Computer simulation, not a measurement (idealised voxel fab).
Process module, titled voxel gate over fins
Shown is cross-section cut, with a width of 275 nm and square cells of size 5 nm.
When this document writes out a cross-section, it uses a grid of square cells and lists it as bands, beginning at the top and moving down, with a band standing for one or more rows of cells.
Band: top height; bottom height; in nm. Then, left to right: material with width in nm, for each material. "full width": a single material spanning edge to edge. "air": empty space.
Heights from 0 (as-received wafer is one material below). Bottom band endless downward, as "0 down".
With a width like "30 to 40", each row of cells in the band differs from the next by the same amount, the top row carrying the first number and the bottom row the second.
"no alterations made" (step): cross-section cells unchanged, all of them.
The label "Enclosed void listing" introduces a list of the empty spaces, 8 cells or larger, that have no open way up to the top; each entry in it reads width x height at distance, where the distance is taken from the left edge and all three are stated in nm.
Note: text after step settings on the step line = simulator remark on that step.
Among the settings permitted on a step's line is "overlay nm"; applied to a step with a mask, it specifies the extent to which the mask lay to the right of its planned position, whereas a negative figure signifies a position to the left.

# So here's the lineup of process steps we planned
1,RECEIVE [material Si]
2,CONFORMAL_DEP [material SiN] [thk nm 10]
3,PATTERN [tone cover] [mask id FINS] [material resist] [width nm 15] [pitch nm 50] [thk nm 15] [overlay nm 0]
4,DIRECTIONAL_ETCH [etch materials SiN] [depth nm 10]
5,DIRECTIONAL_ETCH [etch materials Si] [depth nm 40]
6,STRIP [etch materials resist]
7,OXIDIZE [depth nm 5]
8,FILL_DEP [material SiO2] [thk nm 5]
9,CMP [height nm 10]
10,DIRECTIONAL_DEP [material aC] [thk nm 10]
11,PATTERN [tone open] [mask id RAIL] [material resist] [width nm 15] [thk nm 30] [overlay nm 0]
12,DIRECTIONAL_ETCH [etch materials aC] [depth nm 10]
13,STRIP [etch materials resist]
14,DIRECTIONAL_ETCH [etch materials SiO2] [depth nm 45]
15,STRIP [etch materials aC]
16,CONFORMAL_DEP [material TiN] [thk nm 5]
17,FILL_DEP [material Ru] [thk nm 5]
18,CMP [height nm 10]
19,SELECTIVE_ETCH [etch materials W Ru TiN] [depth nm 30]
20,FILL_DEP [material SiO2] [thk nm 5]
21,CMP [height nm 10]
22,SELECTIVE_ETCH [etch materials SiO2] [depth nm 20]
23,STRIP [etch materials SiN]
24,CONFORMAL_DEP [material HfO2] [thk nm 5]
25,CONFORMAL_DEP [material TiN] [thk nm 5]
26,CONFORMAL_DEP [material TiAl] [thk nm 5]
27,CONFORMAL_DEP [material TiN] [thk nm 5]
28,FILL_DEP [material W] [thk nm 15]
29,CMP [height nm 30]
30,CONFORMAL_DEP [material SiCN] [thk nm 5]

# First of two wafers: run as planned

# As received (post step 1): cross-section
  0 down | Si full width
  Enclosed void listing: none

# Upon completion of step 2, the wafer appears in cross-section as shown
  10 to 0 | SiN full width
  Unchanged below 0.

# Upon completion of step 3, the wafer appears in cross-section as shown
  25 to 10 | 55 of air, then 15 of resist, then 35 of air, then 15 of resist, then 35 of air, then 15 of resist, then 35 of air, then 15 of resist, then 55 of air
  Unchanged below 10.

# Upon completion of step 4, the wafer appears in cross-section as shown
  25 to 10 | 55 of air, then 15 of resist, then 35 of air, then 15 of resist, then 35 of air, then 15 of resist, then 35 of air, then 15 of resist, then 55 of air
  10 to 0 | 55 of air, then 15 of SiN, then 35 of air, then 15 of SiN, then 35 of air, then 15 of SiN, then 35 of air, then 15 of SiN, then 55 of air
  Unchanged below 0.

# Upon completion of step 5, the wafer appears in cross-section as shown
  25 to 10 | 55 of air, then 15 of resist, then 35 of air, then 15 of resist, then 35 of air, then 15 of resist, then 35 of air, then 15 of resist, then 55 of air
  10 to 0 | 55 of air, then 15 of SiN, then 35 of air, then 15 of SiN, then 35 of air, then 15 of SiN, then 35 of air, then 15 of SiN, then 55 of air
  0 to -40 | 55 of air, then 15 of Si, then 35 of air, then 15 of Si, then 35 of air, then 15 of Si, then 35 of air, then 15 of Si, then 55 of air
  Unchanged below -40.

# Upon completion of step 6, the wafer appears in cross-section as shown
  10 to 0 | 55 of air, then 15 of SiN, then 35 of air, then 15 of SiN, then 35 of air, then 15 of SiN, then 35 of air, then 15 of SiN, then 55 of air
  Unchanged below 0.

# Upon completion of step 7, the wafer appears in cross-section as shown
  10 to 0 | 55 of air, then 15 of SiN, then 35 of air, then 15 of SiN, then 35 of air, then 15 of SiN, then 35 of air, then 15 of SiN, then 55 of air
  0 to -40 | 55 of air, then 5 of SiO2, then 5 of Si, then 5 of SiO2, then 35 of air, then 5 of SiO2, then 5 of Si, then 5 of SiO2, then 35 of air, then 5 of SiO2, then 5 of Si, then 5 of SiO2, then 35 of air, then 5 of SiO2, then 5 of Si, then 5 of SiO2, then 55 of air
  -40 to -45 | 60 of SiO2, then 5 of Si, then 45 of SiO2, then 5 of Si, then 45 of SiO2, then 5 of Si, then 45 of SiO2, then 5 of Si, then 60 of SiO2
  Unchanged below -45.

# Upon completion of step 8, the wafer appears in cross-section as shown
  15 to 10 | SiO2 full width
  10 to 0 | 55 of SiO2, then 15 of SiN, then 35 of SiO2, then 15 of SiN, then 35 of SiO2, then 15 of SiN, then 35 of SiO2, then 15 of SiN, then 55 of SiO2
  0 to -45 | 60 of SiO2, then 5 of Si, then 45 of SiO2, then 5 of Si, then 45 of SiO2, then 5 of Si, then 45 of SiO2, then 5 of Si, then 60 of SiO2
  Unchanged below -45.

# Upon completion of step 9, the wafer appears in cross-section as shown
  10 to 0 | 55 of SiO2, then 15 of SiN, then 35 of SiO2, then 15 of SiN, then 35 of SiO2, then 15 of SiN, then 35 of SiO2, then 15 of SiN, then 55 of SiO2
  Unchanged below 0.

# Upon completion of step 10, the wafer appears in cross-section as shown
  20 to 10 | aC full width
  Unchanged below 10.

# Upon completion of step 11, the wafer appears in cross-section as shown
  50 to 20 | 80 of resist, then 15 of air, then 180 of resist
  Unchanged below 20.

# Upon completion of step 12, the wafer appears in cross-section as shown
  40 to 20 | 80 of resist, then 15 of air, then 180 of resist
  20 to 10 | 80 of aC, then 15 of air, then 180 of aC
  Unchanged below 10.

# Upon completion of step 13, the wafer appears in cross-section as shown
  20 to 10 | 80 of aC, then 15 of air, then 180 of aC
  Unchanged below 10.

# Upon completion of step 14, the wafer appears in cross-section as shown
  20 to 10 | 80 of aC, then 15 of air, then 180 of aC
  10 to 0 | 55 of SiO2, then 15 of SiN, then 10 of SiO2, then 15 of air, then 10 of SiO2, then 15 of SiN, then 35 of SiO2, then 15 of SiN, then 35 of SiO2, then 15 of SiN, then 55 of SiO2
  0 to -35 | 60 of SiO2, then 5 of Si, then 15 of SiO2, then 15 of air, then 15 of SiO2, then 5 of Si, then 45 of SiO2, then 5 of Si, then 45 of SiO2, then 5 of Si, then 60 of SiO2
  Unchanged below -35.

# Upon completion of step 15, the wafer appears in cross-section as shown
  10 to 0 | 55 of SiO2, then 15 of SiN, then 10 of SiO2, then 15 of air, then 10 of SiO2, then 15 of SiN, then 35 of SiO2, then 15 of SiN, then 35 of SiO2, then 15 of SiN, then 55 of SiO2
  Unchanged below 0.

# Upon completion of step 16, the wafer appears in cross-section as shown
  15 to 10 | 85 of TiN, then 5 of air, then 185 of TiN
  10 to 0 | 55 of SiO2, then 15 of SiN, then 10 of SiO2, then 5 of TiN, then 5 of air, then 5 of TiN, then 10 of SiO2, then 15 of SiN, then 35 of SiO2, then 15 of SiN, then 35 of SiO2, then 15 of SiN, then 55 of SiO2
  0 to -30 | 60 of SiO2, then 5 of Si, then 15 of SiO2, then 5 of TiN, then 5 of air, then 5 of TiN, then 15 of SiO2, then 5 of Si, then 45 of SiO2, then 5 of Si, then 45 of SiO2, then 5 of Si, then 60 of SiO2
  -30 to -35 | 60 of SiO2, then 5 of Si, then 15 of SiO2, then 15 of TiN, then 15 of SiO2, then 5 of Si, then 45 of SiO2, then 5 of Si, then 45 of SiO2, then 5 of Si, then 60 of SiO2
  Unchanged below -35.

# Upon completion of step 17, the wafer appears in cross-section as shown
  20 to 15 | Ru full width
  15 to 10 | 85 of TiN, then 5 of Ru, then 185 of TiN
  10 to 0 | 55 of SiO2, then 15 of SiN, then 10 of SiO2, then 5 of TiN, then 5 of Ru, then 5 of TiN, then 10 of SiO2, then 15 of SiN, then 35 of SiO2, then 15 of SiN, then 35 of SiO2, then 15 of SiN, then 55 of SiO2
  0 to -30 | 60 of SiO2, then 5 of Si, then 15 of SiO2, then 5 of TiN, then 5 of Ru, then 5 of TiN, then 15 of SiO2, then 5 of Si, then 45 of SiO2, then 5 of Si, then 45 of SiO2, then 5 of Si, then 60 of SiO2
  Unchanged below -30.

# Upon completion of step 18, the wafer appears in cross-section as shown
  10 to 0 | 55 of SiO2, then 15 of SiN, then 10 of SiO2, then 5 of TiN, then 5 of Ru, then 5 of TiN, then 10 of SiO2, then 15 of SiN, then 35 of SiO2, then 15 of SiN, then 35 of SiO2, then 15 of SiN, then 55 of SiO2
  Unchanged below 0.

# Upon completion of step 19, the wafer appears in cross-section as shown
  10 to 0 | 55 of SiO2, then 15 of SiN, then 10 of SiO2, then 15 of air, then 10 of SiO2, then 15 of SiN, then 35 of SiO2, then 15 of SiN, then 35 of SiO2, then 15 of SiN, then 55 of SiO2
  0 to -20 | 60 of SiO2, then 5 of Si, then 15 of SiO2, then 15 of air, then 15 of SiO2, then 5 of Si, then 45 of SiO2, then 5 of Si, then 45 of SiO2, then 5 of Si, then 60 of SiO2
  Unchanged below -20.

# Upon completion of step 20, the wafer appears in cross-section as shown
  15 to 10 | SiO2 full width
  10 to 0 | 55 of SiO2, then 15 of SiN, then 35 of SiO2, then 15 of SiN, then 35 of SiO2, then 15 of SiN, then 35 of SiO2, then 15 of SiN, then 55 of SiO2
  0 to -20 | 60 of SiO2, then 5 of Si, then 45 of SiO2, then 5 of Si, then 45 of SiO2, then 5 of Si, then 45 of SiO2, then 5 of Si, then 60 of SiO2
  Unchanged below -20.

# Upon completion of step 21, the wafer appears in cross-section as shown
  10 to 0 | 55 of SiO2, then 15 of SiN, then 35 of SiO2, then 15 of SiN, then 35 of SiO2, then 15 of SiN, then 35 of SiO2, then 15 of SiN, then 55 of SiO2
  Unchanged below 0.

# Upon completion of step 22, the wafer appears in cross-section as shown
  10 to 0 | 55 of air, then 15 of SiN, then 35 of air, then 15 of SiN, then 35 of air, then 15 of SiN, then 35 of air, then 15 of SiN, then 55 of air
  0 to -10 | 60 of air, then 5 of Si, then 45 of air, then 5 of Si, then 45 of air, then 5 of Si, then 45 of air, then 5 of Si, then 60 of air
  Unchanged below -10.

# Upon completion of step 23, the wafer appears in cross-section as shown
  0 to -10 | 60 of air, then 5 of Si, then 45 of air, then 5 of Si, then 45 of air, then 5 of Si, then 45 of air, then 5 of Si, then 60 of air
  Unchanged below -10.

# Upon completion of step 24, the wafer appears in cross-section as shown
  5 to 0 | 55 of air, then 15 of HfO2, then 35 of air, then 15 of HfO2, then 35 of air, then 15 of HfO2, then 35 of air, then 15 of HfO2, then 55 of air
  0 to -5 | 55 of air, then 5 of HfO2, then 5 of Si, then 5 of HfO2, then 35 of air, then 5 of HfO2, then 5 of Si, then 5 of HfO2, then 35 of air, then 5 of HfO2, then 5 of Si, then 5 of HfO2, then 35 of air, then 5 of HfO2, then 5 of Si, then 5 of HfO2, then 55 of air
  -5 to -10 | 60 of HfO2, then 5 of Si, then 45 of HfO2, then 5 of Si, then 45 of HfO2, then 5 of Si, then 45 of HfO2, then 5 of Si, then 60 of HfO2
  Unchanged below -10.

# Upon completion of step 25, the wafer appears in cross-section as shown
  10 to 5 | 50 of air, then 25 of TiN, then 25 of air, then 25 of TiN, then 25 of air, then 25 of TiN, then 25 of air, then 25 of TiN, then 50 of air
  5 to 0 | 50 of air, then 5 of TiN, then 15 of HfO2, then 5 of TiN, then 25 of air, then 5 of TiN, then 15 of HfO2, then 5 of TiN, then 25 of air, then 5 of TiN, then 15 of HfO2, then 5 of TiN, then 25 of air, then 5 of TiN, then 15 of HfO2, then 5 of TiN, then 50 of air
  0 to -5 | 55 of TiN, then 5 of HfO2, then 5 of Si, then 5 of HfO2, then 35 of TiN, then 5 of HfO2, then 5 of Si, then 5 of HfO2, then 35 of TiN, then 5 of HfO2, then 5 of Si, then 5 of HfO2, then 35 of TiN, then 5 of HfO2, then 5 of Si, then 5 of HfO2, then 55 of TiN
  Unchanged below -5.

# Upon completion of step 26, the wafer appears in cross-section as shown
  15 to 10 | 45 of air, then 35 of TiAl, then 15 of air, then 35 of TiAl, then 15 of air, then 35 of TiAl, then 15 of air, then 35 of TiAl, then 45 of air
  10 to 5 | 45 of air, then 5 of TiAl, then 25 of TiN, then 5 of TiAl, then 15 of air, then 5 of TiAl, then 25 of TiN, then 5 of TiAl, then 15 of air, then 5 of TiAl, then 25 of TiN, then 5 of TiAl, then 15 of air, then 5 of TiAl, then 25 of TiN, then 5 of TiAl, then 45 of air
  5 to 0 | 50 of TiAl, then 5 of TiN, then 15 of HfO2, then 5 of TiN, then 25 of TiAl, then 5 of TiN, then 15 of HfO2, then 5 of TiN, then 25 of TiAl, then 5 of TiN, then 15 of HfO2, then 5 of TiN, then 25 of TiAl, then 5 of TiN, then 15 of HfO2, then 5 of TiN, then 50 of TiAl
  Unchanged below 0.

# Upon completion of step 27, the wafer appears in cross-section as shown
  20 to 15 | 40 of air, then 45 of TiN, then 5 of air, then 45 of TiN, then 5 of air, then 45 of TiN, then 5 of air, then 45 of TiN, then 40 of air
  15 to 10 | 40 of air, then 5 of TiN, then 35 of TiAl, then 5 of TiN, then 5 of air, then 5 of TiN, then 35 of TiAl, then 5 of TiN, then 5 of air, then 5 of TiN, then 35 of TiAl, then 5 of TiN, then 5 of air, then 5 of TiN, then 35 of TiAl, then 5 of TiN, then 40 of air
  10 to 5 | 45 of TiN, then 5 of TiAl, then 25 of TiN, then 5 of TiAl, then 15 of TiN, then 5 of TiAl, then 25 of TiN, then 5 of TiAl, then 15 of TiN, then 5 of TiAl, then 25 of TiN, then 5 of TiAl, then 15 of TiN, then 5 of TiAl, then 25 of TiN, then 5 of TiAl, then 45 of TiN
  Unchanged below 5.

# Upon completion of step 28, the wafer appears in cross-section as shown
  35 to 20 | W full width
  20 to 15 | 40 of W, then 45 of TiN, then 5 of W, then 45 of TiN, then 5 of W, then 45 of TiN, then 5 of W, then 45 of TiN, then 40 of W
  15 to 10 | 40 of W, then 5 of TiN, then 35 of TiAl, then 5 of TiN, then 5 of W, then 5 of TiN, then 35 of TiAl, then 5 of TiN, then 5 of W, then 5 of TiN, then 35 of TiAl, then 5 of TiN, then 5 of W, then 5 of TiN, then 35 of TiAl, then 5 of TiN, then 40 of W
  Unchanged below 10.

# Upon completion of step 29, the wafer appears in cross-section as shown
  30 to 20 | W full width
  Unchanged below 20.

# Upon completion of step 30, the wafer appears in cross-section as shown
  35 to 30 | SiCN full width
  Unchanged below 30.

# Now the other wafer: same start, same recipe, but we messed up one thing when running it. Up to and including step 2 it's the same as the first one

# At the planned end of step 3, the second wafer in cross-section
  25 to 10 | 55 of resist, then 15 of air, then 35 of resist, then 15 of air, then 35 of resist, then 15 of air, then 35 of resist, then 15 of air, then 55 of resist
  Unchanged below 10.

# At the planned end of step 4, the second wafer in cross-section
  25 to 10 | 55 of resist, then 15 of air, then 35 of resist, then 15 of air, then 35 of resist, then 15 of air, then 35 of resist, then 15 of air, then 55 of resist
  10 to 0 | 55 of SiN, then 15 of air, then 35 of SiN, then 15 of air, then 35 of SiN, then 15 of air, then 35 of SiN, then 15 of air, then 55 of SiN
  Unchanged below 0.

# At the planned end of step 5, the second wafer in cross-section
  25 to 10 | 55 of resist, then 15 of air, then 35 of resist, then 15 of air, then 35 of resist, then 15 of air, then 35 of resist, then 15 of air, then 55 of resist
  10 to 0 | 55 of SiN, then 15 of air, then 35 of SiN, then 15 of air, then 35 of SiN, then 15 of air, then 35 of SiN, then 15 of air, then 55 of SiN
  0 to -40 | 55 of Si, then 15 of air, then 35 of Si, then 15 of air, then 35 of Si, then 15 of air, then 35 of Si, then 15 of air, then 55 of Si
  Unchanged below -40.

# At the planned end of step 6, the second wafer in cross-section
  10 to 0 | 55 of SiN, then 15 of air, then 35 of SiN, then 15 of air, then 35 of SiN, then 15 of air, then 35 of SiN, then 15 of air, then 55 of SiN
  Unchanged below 0.

# At the planned end of step 7, the second wafer in cross-section
  10 to 0 | 55 of SiN, then 15 of air, then 35 of SiN, then 15 of air, then 35 of SiN, then 15 of air, then 35 of SiN, then 15 of air, then 55 of SiN
  0 to -40 | 50 of Si, then 5 of SiO2, then 15 of air, then 5 of SiO2, then 25 of Si, then 5 of SiO2, then 15 of air, then 5 of SiO2, then 25 of Si, then 5 of SiO2, then 15 of air, then 5 of SiO2, then 25 of Si, then 5 of SiO2, then 15 of air, then 5 of SiO2, then 50 of Si
  -40 to -45 | 50 of Si, then 25 of SiO2, then 25 of Si, then 25 of SiO2, then 25 of Si, then 25 of SiO2, then 25 of Si, then 25 of SiO2, then 50 of Si
  Unchanged below -45.

# At the planned end of step 8, the second wafer in cross-section
  15 to 10 | SiO2 full width
  10 to 0 | 55 of SiN, then 15 of SiO2, then 35 of SiN, then 15 of SiO2, then 35 of SiN, then 15 of SiO2, then 35 of SiN, then 15 of SiO2, then 55 of SiN
  0 to -45 | 50 of Si, then 25 of SiO2, then 25 of Si, then 25 of SiO2, then 25 of Si, then 25 of SiO2, then 25 of Si, then 25 of SiO2, then 50 of Si
  Unchanged below -45.

# At the planned end of step 9, the second wafer in cross-section
  10 to 0 | 55 of SiN, then 15 of SiO2, then 35 of SiN, then 15 of SiO2, then 35 of SiN, then 15 of SiO2, then 35 of SiN, then 15 of SiO2, then 55 of SiN
  Unchanged below 0.

# At the planned end of step 10, the second wafer in cross-section
  20 to 10 | aC full width
  Unchanged below 10.

# At the planned end of step 11, the second wafer in cross-section
  50 to 20 | 80 of resist, then 15 of air, then 180 of resist
  Unchanged below 20.

# At the planned end of step 12, the second wafer in cross-section
  40 to 20 | 80 of resist, then 15 of air, then 180 of resist
  20 to 10 | 80 of aC, then 15 of air, then 180 of aC
  Unchanged below 10.

# At the planned end of step 13, the second wafer in cross-section
  20 to 10 | 80 of aC, then 15 of air, then 180 of aC
  Unchanged below 10.

At the planned end of step 14, the second wafer in cross-section: no alterations made

# At the planned end of step 15, the second wafer in cross-section
  10 to 0 | 55 of SiN, then 15 of SiO2, then 35 of SiN, then 15 of SiO2, then 35 of SiN, then 15 of SiO2, then 35 of SiN, then 15 of SiO2, then 55 of SiN
  Unchanged below 0.

# At the planned end of step 16, the second wafer in cross-section
  15 to 10 | TiN full width
  Unchanged below 10.

# At the planned end of step 17, the second wafer in cross-section
  20 to 15 | Ru full width
  Unchanged below 15.

# At the planned end of step 18, the second wafer in cross-section
  10 to 0 | 55 of SiN, then 15 of SiO2, then 35 of SiN, then 15 of SiO2, then 35 of SiN, then 15 of SiO2, then 35 of SiN, then 15 of SiO2, then 55 of SiN
  Unchanged below 0.

At the planned end of step 19, the second wafer in cross-section: no alterations made

# At the planned end of step 20, the second wafer in cross-section
  15 to 10 | SiO2 full width
  Unchanged below 10.

# At the planned end of step 21, the second wafer in cross-section
  10 to 0 | 55 of SiN, then 15 of SiO2, then 35 of SiN, then 15 of SiO2, then 35 of SiN, then 15 of SiO2, then 35 of SiN, then 15 of SiO2, then 55 of SiN
  Unchanged below 0.

# At the planned end of step 22, the second wafer in cross-section
  10 to 0 | 55 of SiN, then 15 of air, then 35 of SiN, then 15 of air, then 35 of SiN, then 15 of air, then 35 of SiN, then 15 of air, then 55 of SiN
  0 to -10 | 50 of Si, then 25 of air, then 25 of Si, then 25 of air, then 25 of Si, then 25 of air, then 25 of Si, then 25 of air, then 50 of Si
  Unchanged below -10.

# At the planned end of step 23, the second wafer in cross-section
  0 to -10 | 50 of Si, then 25 of air, then 25 of Si, then 25 of air, then 25 of Si, then 25 of air, then 25 of Si, then 25 of air, then 50 of Si
  Unchanged below -10.

# At the planned end of step 24, the second wafer in cross-section
  5 to 0 | 55 of HfO2, then 15 of air, then 35 of HfO2, then 15 of air, then 35 of HfO2, then 15 of air, then 35 of HfO2, then 15 of air, then 55 of HfO2
  0 to -5 | 50 of Si, then 5 of HfO2, then 15 of air, then 5 of HfO2, then 25 of Si, then 5 of HfO2, then 15 of air, then 5 of HfO2, then 25 of Si, then 5 of HfO2, then 15 of air, then 5 of HfO2, then 25 of Si, then 5 of HfO2, then 15 of air, then 5 of HfO2, then 50 of Si
  -5 to -10 | 50 of Si, then 25 of HfO2, then 25 of Si, then 25 of HfO2, then 25 of Si, then 25 of HfO2, then 25 of Si, then 25 of HfO2, then 50 of Si
  Unchanged below -10.

# At the planned end of step 25, the second wafer in cross-section
  10 to 5 | 60 of TiN, then 5 of air, then 45 of TiN, then 5 of air, then 45 of TiN, then 5 of air, then 45 of TiN, then 5 of air, then 60 of TiN
  5 to 0 | 55 of HfO2, then 5 of TiN, then 5 of air, then 5 of TiN, then 35 of HfO2, then 5 of TiN, then 5 of air, then 5 of TiN, then 35 of HfO2, then 5 of TiN, then 5 of air, then 5 of TiN, then 35 of HfO2, then 5 of TiN, then 5 of air, then 5 of TiN, then 55 of HfO2
  0 to -5 | 50 of Si, then 5 of HfO2, then 15 of TiN, then 5 of HfO2, then 25 of Si, then 5 of HfO2, then 15 of TiN, then 5 of HfO2, then 25 of Si, then 5 of HfO2, then 15 of TiN, then 5 of HfO2, then 25 of Si, then 5 of HfO2, then 15 of TiN, then 5 of HfO2, then 50 of Si
  Unchanged below -5.

# At the planned end of step 26, the second wafer in cross-section
  15 to 10 | TiAl full width
  10 to 5 | 60 of TiN, then 5 of TiAl, then 45 of TiN, then 5 of TiAl, then 45 of TiN, then 5 of TiAl, then 45 of TiN, then 5 of TiAl, then 60 of TiN
  5 to 0 | 55 of HfO2, then 5 of TiN, then 5 of TiAl, then 5 of TiN, then 35 of HfO2, then 5 of TiN, then 5 of TiAl, then 5 of TiN, then 35 of HfO2, then 5 of TiN, then 5 of TiAl, then 5 of TiN, then 35 of HfO2, then 5 of TiN, then 5 of TiAl, then 5 of TiN, then 55 of HfO2
  Unchanged below 0.

# At the planned end of step 27, the second wafer in cross-section
  20 to 15 | TiN full width
  Unchanged below 15.

# At the planned end of step 28, the second wafer in cross-section
  35 to 20 | W full width
  Unchanged below 20.

# At the planned end of step 29, the second wafer in cross-section
  30 to 20 | W full width
  Unchanged below 20.

# At the planned end of step 30, the second wafer in cross-section
  35 to 30 | SiCN full width
  Unchanged below 30.
What was done differently from what was planned? step 3 changed vs plan, executed as PATTERN [tone open] [mask id FINS] [material resist] [width nm 15] [pitch nm 50] [thk nm 15] [overlay nm 0]
It is noted that, at the conclusion of processing, the second wafer exhibits a higher or lower cell count for certain materials relative to the first: -2 Ru | +279 Si | -208 SiO2 | -8 TiAl | -23 TiN | -38 W
